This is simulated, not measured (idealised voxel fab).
Name of the process module below: voxel ribs on slabs
It is cross-section cut that appears here, measuring 155 nm in width, its square cells being 5 nm in size.
Just so we're on the same page, the cross-sections are grids of square cells, and they're listed out in bands top to bottom, each band one or more rows deep. What a band's entry tells you: where the top is and where the bottom is, as heights in nm, and after that what lies inside, material by material from left to right, each with its width in nm. Empty space is written as the word "air", and a single material marked with the word "full width" occupies the band from edge to edge. The level at which height equals 0 is the one under which the wafer, as it arrives, is entirely one material. No lower edge exists for the bottom band, which continues downward and is notated as in "from 0 down". A width such as "30 to 40" changes by the same amount from each row of cells to the next, from the band's top row to its bottom row. "everything unchanged" -> step changed no cross-section cell. Heads up: "Voids, fully enclosed" only lists the empty pockets with no open path to the top that are 8 cells or more, and it writes them as width x height at distance, distance from the left edge, in nm. Note: text after step settings on the step line = simulator remark on that step. The "overlay nm" setting may appear on a step's line; for a step that uses a mask, it gives how far to the right of its planned position the mask lay, and a negative value indicates the left.
-- Below is the list of planned process steps
- 1: op RECEIVE | material Si
- 2: op DIRECTIONAL_DEP | material SiO2 | thk nm 25
- 3: op DIRECTIONAL_DEP | material SiN | thk nm 15
- 4: op PATTERN | tone cover | mask id RIB | material resist | width nm 15 | thk nm 15 | overlay nm 0
- 5: op DIRECTIONAL_ETCH | etch materials SiN | depth nm 10
- 6: op STRIP | etch materials resist
- 7: op MASKED_ETCH | tone cover | mask id SLAB | width nm 65 | etch materials SiN | depth nm 5 | overlay nm 0
- 8: op FILL_DEP | material SiO2 | thk nm 20
- 9: op CMP | height nm 55
- 10: op DIRECTIONAL_DEP | material W | thk nm 10
- 11: op MASKED_ETCH | tone cover | mask id HEATER | width nm 25 | etch materials W | depth nm 10 | overlay nm 0
- 12: op CONFORMAL_DEP | material SiO2 | thk nm 10
-- Step 1 complete: cross-section of the wafer as received
  from 0 down | Si full width
  Voids, fully enclosed: none
-- Look at the cross-section after the module: the wafer started out the way shown above and the plan was the one shown above, yet one mistake was made along the way
  from 75 to 65 | air (55), then SiO2 (45), then air (55)
  from 65 to 55 | SiO2 (65), then W (25), then SiO2 (65)
  from 55 to 50 | SiO2 (45), then SiN (65), then SiO2 (45)
  from 50 to 0 | SiO2 full width
  from 0 down | Si full width
  Voids, fully enclosed: none
Here's what went sideways: twice over, step 2 of the plan was run
